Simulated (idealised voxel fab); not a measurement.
process module | voxel capacitor over wiring
cross-section cut | 235 nm wide | cells 5 nm
A cross-section is a grid of square cells, given in bands from the top down. A band is one or more rows of cells.
Each band's line starts with the height of the band's top and of its bottom, in nm. Then come its materials from left to right, each with its width in nm. One material with "throughout" fills the band from edge to edge. "air" is empty space.
Height 0 is the level under which the wafer as received is all one material. The lowest band goes on downwards, as in "0 down".
A width such as "30 to 40" changes by the same amount from each row of cells to the next, from the band's top row to its bottom row.
"no change" after a step means that no cell of the cross-section changed.
closed voids: empty space of 8 cells or more with no open way to the top, each as width x height at its distance from the left edge, in nm
after a step's settings: what the simulator itself notes on the step
overlay nm, on a step with a mask: how far to the right of its planned place the mask lay; to the left if negative
plan
1 op RECEIVE | material Si
2 op CONFORMAL_DEP | material SiO2 | thk nm 15
3 op DIRECTIONAL_DEP | material TiN | thk nm 5
4 op DIRECTIONAL_DEP | material W | thk nm 20
5 op DIRECTIONAL_DEP | material aC | thk nm 15
6 op PATTERN | tone cover | mask id METAL_1 | material resist | width nm 25 | pitch nm 85 | thk nm 35 | overlay nm 0
7 op DIRECTIONAL_ETCH | etch materials aC | depth nm 15
8 op STRIP | etch materials resist
9 op DIRECTIONAL_ETCH | etch materials W | depth nm 20
10 op DIRECTIONAL_ETCH | etch materials TiN | depth nm 5
11 op STRIP | etch materials aC
12 op FILL_DEP | material SiO2 | thk nm 10
13 op CMP | height nm 40
14 op CONFORMAL_DEP | material SiCN | thk nm 5
15 op DIRECTIONAL_DEP | material lowk | thk nm 15
16 op MASKED_ETCH | tone open | mask id PLUG_1 | width nm 15 | etch materials lowk | depth nm 15 | overlay nm 0
17 op MASKED_ETCH | tone open | mask id PLUG_1 | width nm 15 | etch materials SiCN | depth nm 5 | overlay nm 0
18 op CONFORMAL_DEP | material TiN | thk nm 5
19 op FILL_DEP | material Ru | thk nm 10
20 op CMP | height nm 60
21 op DIRECTIONAL_DEP | material TiN | thk nm 5
22 op DIRECTIONAL_DEP | material SiN | thk nm 5
23 op DIRECTIONAL_DEP | material TiN | thk nm 10
24 op DIRECTIONAL_DEP | material aC | thk nm 10
25 op PATTERN | tone cover | mask id UPPER_PLATE | material resist | width nm 65 | thk nm 25 | overlay nm 0
26 op DIRECTIONAL_ETCH | etch materials aC | depth nm 10
27 op STRIP | etch materials resist
28 op DIRECTIONAL_ETCH | etch materials TiN | depth nm 10
29 op DIRECTIONAL_ETCH | etch materials SiN | depth nm 5
30 op STRIP | etch materials aC
31 op DIRECTIONAL_DEP | material aC | thk nm 10
32 op PATTERN | tone cover | mask id LOWER_PLATE | material resist | width nm 75 | thk nm 30 | overlay nm 0
33 op DIRECTIONAL_ETCH | etch materials aC | depth nm 10
34 op STRIP | etch materials resist
35 op DIRECTIONAL_ETCH | etch materials TiN | depth nm 5
36 op STRIP | etch materials aC
37 op FILL_DEP | material SiO2 | thk nm 15
38 op CMP | height nm 90
39 op PATTERN | tone open | mask id PLUG_2 | material resist | width nm 15 | thk nm 20 | overlay nm 0
40 op DIRECTIONAL_ETCH | etch materials SiO2 | depth nm 10
41 op STRIP | etch materials resist
42 op CONFORMAL_DEP | material TiN | thk nm 5
43 op FILL_DEP | material Cu | thk nm 5
44 op CMP | height nm 90
45 op CONFORMAL_DEP | material SiN | thk nm 5
as received, after step 1
  0 down: Si throughout
  closed voids: none
first wafer at the end, as planned
  95 to 90: SiN throughout
  90 to 85: SiO2 80 | TiN 5 | Cu 5 | TiN 5 | SiO2 140
  85 to 80: SiO2 80 | TiN 15 | SiO2 140
  80 to 70: SiO2 70 | TiN 65 | SiO2 100
  70 to 65: SiO2 70 | SiN 65 | SiO2 100
  65 to 60: SiO2 65 | TiN 75 | SiO2 95
  60 to 45: lowk 70 | TiN 5 | Ru 5 | TiN 5 | lowk 150
  45 to 40: SiCN 70 | TiN 15 | SiCN 150
  40 to 20: SiO2 60 | W 25 | SiO2 60 | W 25 | SiO2 65
  20 to 15: SiO2 60 | TiN 25 | SiO2 60 | TiN 25 | SiO2 65
  15 to 0: SiO2 throughout
  0 down: Si throughout
  closed voids: none
second wafer at the end: like start, like plan, one mistake
  95 to 90: SiN throughout
  90 to 85: SiO2 80 | TiN 5 | Cu 5 | TiN 5 | SiO2 140
  85 to 80: SiO2 80 | TiN 15 | SiO2 140
  80 to 70: SiO2 70 | TiN 65 | SiO2 100
  70 to 65: SiO2 70 | SiN 65 | SiO2 100
  65 to 60: SiO2 65 | TiN 75 | SiO2 95
  60 to 45: lowk 70 | TiN 5 | Ru 5 | TiN 5 | lowk 150
  45 to 40: SiCN 70 | TiN 15 | SiCN 150
  40 to 30: SiO2 throughout
  30 to 20: SiO2 60 | W 25 | SiO2 60 | W 25 | SiO2 65
  20 to 15: SiO2 60 | TiN 25 | SiO2 60 | TiN 25 | SiO2 65
  15 to 0: SiO2 throughout
  0 down: Si throughout
  closed voids: none
what went wrong: step 4 ran as: op DIRECTIONAL_DEP | material W | thk nm 10
at the end the second wafer has, in cells: 20 more of SiO2 | 20 fewer of W
